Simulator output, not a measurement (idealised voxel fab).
Module name: voxel released beams (process module)
FYI the section here is cut, 220 nm wide, cells are 5 nm squares.
Throughout this document, each cross-section is represented as a grid of square cells and is presented as a sequence of bands enumerated from the top downward, where a band comprises one or more rows of cells.
Read a band's entry like this: the first values are the height of its top and the height of its bottom in nm, and what follows is the sequence of materials from left to right, each with its width in nm. Note that "blank" is empty space, and that a single material marked "throughout" reaches across the band from edge to edge.
Height 0 is the level under which the wafer as received is all one material. The lowest band goes on downwards, as in "z 0 and below".
The width entry "30..40" should be interpreted row by row: the top row of cells in the band takes the first number, the bottom row takes the second number, and the change between adjacent rows is uniform throughout.
Where the words "all unchanged" appear for a step, the cross-section shows no cell changed by that step; every cell remained as before.
Entry "Cavities, sealed" = empty spaces >= 8 cells with no open way to the top; each as width x height at distance, distance from left edge, all nm.
On each step's line, the part that comes after the settings is the simulator's own comment on the step.
When a step includes a mask, the "overlay nm" setting on its line states how far to the right of its planned place that mask lay, and negative values state how far to the left.

**The following list gives the planned process steps**
1: RECEIVE,material Si
2: CONFORMAL_DEP,material SiN,thk nm 5
3: DIRECTIONAL_DEP,material SiO2,thk nm 15
4: DIRECTIONAL_DEP,material aC,thk nm 15
5: PATTERN,tone open,mask id ANCHOR,material resist,width nm 30,thk nm 30,overlay nm 0
6: DIRECTIONAL_ETCH,etch materials aC,depth nm 15
7: STRIP,etch materials resist
8: DIRECTIONAL_ETCH,etch materials SiO2,depth nm 15
9: STRIP,etch materials aC
10: CONFORMAL_DEP,material W,thk nm 10
11: DIRECTIONAL_DEP,material aC,thk nm 10
12: PATTERN,tone cover,mask id BEAM,material resist,width nm 105,thk nm 25,overlay nm 0
13: DIRECTIONAL_ETCH,etch materials aC,depth nm 10
14: STRIP,etch materials resist
15: DIRECTIONAL_ETCH,etch materials W,depth nm 10
16: STRIP,etch materials aC
17: STRIP,etch materials SiO2

**Cross-sectional view of the wafer in its as-received condition, corresponding to the state after step 1**
> z 0 and below  Si throughout
> Cavities, sealed: none

**Same starting wafer, same plan as above, one mistake in the execution; this is the cross-section at the end of the module**
> z 25 to 20  blank (55), then W (10), then blank (20), then W (75), then blank (60)
> z 20 to 10  blank (60), then W (5), then blank (20), then W (5), then blank (130)
> z 10 to 5  blank (60), then W (30), then blank (130)
> z 5 to 0  SiN throughout
> z 0 and below  Si throughout
> Cavities, sealed: none
Nonconformance to the process plan: not per plan at step 10, really ran CONFORMAL_DEP,material W,thk nm 5
